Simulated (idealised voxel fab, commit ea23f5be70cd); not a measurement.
This is a process module. Its name is voxel ribs on slabs.
The width of the displayed cross-section, cut, is 175 nm; its cells are square, with a size of 5 nm.
For the purposes of this document, a cross-section shall be understood as a grid of square cells, specified as bands listed in top-to-bottom order, each band consisting of one or more rows of cells. Top height, bottom height, nm. Materials left to right, width each, nm. Single material + "edge to edge" = fills band edge to edge. "blank" = empty. It should be noted that heights are counted from 0, beneath which the wafer as supplied is of one material throughout, and that the lowest band possesses no lower boundary but continues downward, as written in "top 0, no bottom". Top row gets the first number, bottom row gets the second, and each row in between changes by the same step: that is how a band width like "30 to 40" works. "left unchanged" -> step changed no cross-section cell. Enclosed voids (no open way to top), threshold 8 cells or more, entry "Entrapped void list", notation width x height at distance, distance from left edge, nm. Anything after a step's settings on that line? It's the simulator's own note about the step. Steps that use a mask can have "overlay nm" on their line. It says how far the mask sat to the right of where it was meant to be. Negative means to the left.

## The process steps that were planned are listed below
step 1: RECEIVE with material Si
step 2: DIRECTIONAL_DEP with material SiO2, thk nm 20
step 3: DIRECTIONAL_DEP with material polySi, thk nm 20
step 4: PATTERN with tone cover, mask id RIB, material resist, width nm 20, thk nm 20, overlay nm 0
step 5: DIRECTIONAL_ETCH with etch materials polySi, depth nm 10
step 6: STRIP with etch materials resist
step 7: MASKED_ETCH with tone cover, mask id SLAB, width nm 50, etch materials polySi, depth nm 10, overlay nm 0
step 8: FILL_DEP with material SiO2, thk nm 25
step 9: CMP with height nm 60
step 10: DIRECTIONAL_DEP with material TiN, thk nm 5
step 11: MASKED_ETCH with tone cover, mask id HEATER, width nm 30, etch materials TiN, depth nm 5, overlay nm -15
step 12: CONFORMAL_DEP with material SiN, thk nm 5
The value of overlay nm given for step 11 in the plan refers to the first wafer; the wafers vary in this setting and are alike at the start.

## So this is the first of several wafers, cross-sectioned as it came to us, meaning it's at the end of step 1
top 0, no bottom | Si edge to edge
Entrapped void list: none

## Module end state after final step 12: cross-section of the first of several wafers
top 70, bottom 65 | blank 50 nm | SiN 40 nm | blank 85 nm
top 65, bottom 60 | SiN 55 nm | TiN 30 nm | SiN 90 nm
top 60, bottom 40 | SiO2 edge to edge
top 40, bottom 30 | SiO2 75 nm | polySi 20 nm | SiO2 80 nm
top 30, bottom 20 | SiO2 60 nm | polySi 50 nm | SiO2 65 nm
top 20, bottom 0 | SiO2 edge to edge
top 0, no bottom | Si edge to edge
Entrapped void list: none

## The final wafer, sectioned at module end
top 70, bottom 65 | blank 80 nm | SiN 40 nm | blank 55 nm
top 65, bottom 60 | SiN 85 nm | TiN 30 nm | SiN 60 nm
top 60, bottom 40 | SiO2 edge to edge
top 40, bottom 30 | SiO2 75 nm | polySi 20 nm | SiO2 80 nm
top 30, bottom 20 | SiO2 60 nm | polySi 50 nm | SiO2 65 nm
top 20, bottom 0 | SiO2 edge to edge
top 0, no bottom | Si edge to edge
Entrapped void list: none

## Gained (+) or lost (-) cells of each material since receipt, then closed voids: one row per wafer, at the end of the module
overlay nm -15, +37 SiN, +392 SiO2, +6 TiN, +28 polySi, Entrapped void list: none
overlay nm -10, +37 SiN, +392 SiO2, +6 TiN, +28 polySi, Entrapped void list: none
overlay nm -5, +37 SiN, +392 SiO2, +6 TiN, +28 polySi, Entrapped void list: none
overlay nm 0, +37 SiN, +392 SiO2, +6 TiN, +28 polySi, Entrapped void list: none
overlay nm 5, +37 SiN, +392 SiO2, +6 TiN, +28 polySi, Entrapped void list: none
overlay nm 10, +37 SiN, +392 SiO2, +6 TiN, +28 polySi, Entrapped void list: none
overlay nm 15, +37 SiN, +392 SiO2, +6 TiN, +28 polySi, Entrapped void list: none
